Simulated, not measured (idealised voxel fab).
process module | voxel trench capacitor
cross-section cut | 165 nm wide | cells 5 nm
A cross-section is a grid of square cells, given in bands from the top down. A band is one or more rows of cells.
Each band's line starts with the height of the band's top and of its bottom, in nm. Then come its materials from left to right, each with its width in nm. One material with "throughout" fills the band from edge to edge. "air" is empty space.
Height 0 is the level under which the wafer as received is all one material. The lowest band goes on downwards, as in "0 down".
A width such as "30 to 40" changes by the same amount from each row of cells to the next, from the band's top row to its bottom row.
"no change" after a step means that no cell of the cross-section changed.
closed voids: empty space of 8 cells or more with no open way to the top, each as width x height at its distance from the left edge, in nm
after a step's settings: what the simulator itself notes on the step
overlay nm, on a step with a mask: how far to the right of its planned place the mask lay; to the left if negative
plan
1 op RECEIVE | material Si
2 op CONFORMAL_DEP | material SiN | thk nm 10
3 op MASKED_ETCH | tone open | mask id TRENCH | width nm 30 | pitch nm 50 | etch materials SiN | depth nm 10 | overlay nm 0
4 op MASKED_ETCH | tone open | mask id TRENCH | width nm 30 | pitch nm 50 | etch materials Si | depth nm 25 | overlay nm 0
5 op CONFORMAL_DEP | material Al2O3 | thk nm 5
6 op CONFORMAL_DEP | material TiN | thk nm 5
7 op FILL_DEP | material W | thk nm 10
8 op CMP | height nm 10
as received, after step 1
  0 down: Si throughout
  closed voids: none
a wafer at the end: this start, this plan, one mistake
  10 to 0: SiN 15 | Al2O3 5 | TiN 5 | W 10 | TiN 10 to 5 | Al2O3 5 to 10 | SiN 15 | Al2O3 5 | TiN 5 | W 10 | TiN 10 to 5 | Al2O3 5 to 10 | SiN 15 | Al2O3 5 | TiN 5 | W 10 | TiN 10 to 5 | Al2O3 5 to 10 | SiN 15
  0 to -15: Si 15 | Al2O3 5 | TiN 5 | W 10 | TiN 5 | Al2O3 5 | Si 20 | Al2O3 5 | TiN 5 | W 10 | TiN 5 | Al2O3 5 | Si 20 | Al2O3 5 | TiN 5 | W 10 | TiN 5 | Al2O3 5 | Si 20
  -15 to -20: Si 15 | Al2O3 5 | TiN 20 | Al2O3 5 | Si 20 | Al2O3 5 | TiN 20 | Al2O3 5 | Si 20 | Al2O3 5 | TiN 20 | Al2O3 5 | Si 20
  -20 to -25: Si 15 | Al2O3 30 | Si 20 | Al2O3 30 | Si 20 | Al2O3 30 | Si 20
  -25 down: Si throughout
  closed voids: none
what went wrong: step 3 ran as: op MASKED_ETCH | tone open | mask id TRENCH | width nm 35 | pitch nm 50 | etch materials SiN | depth nm 10 | overlay nm 0
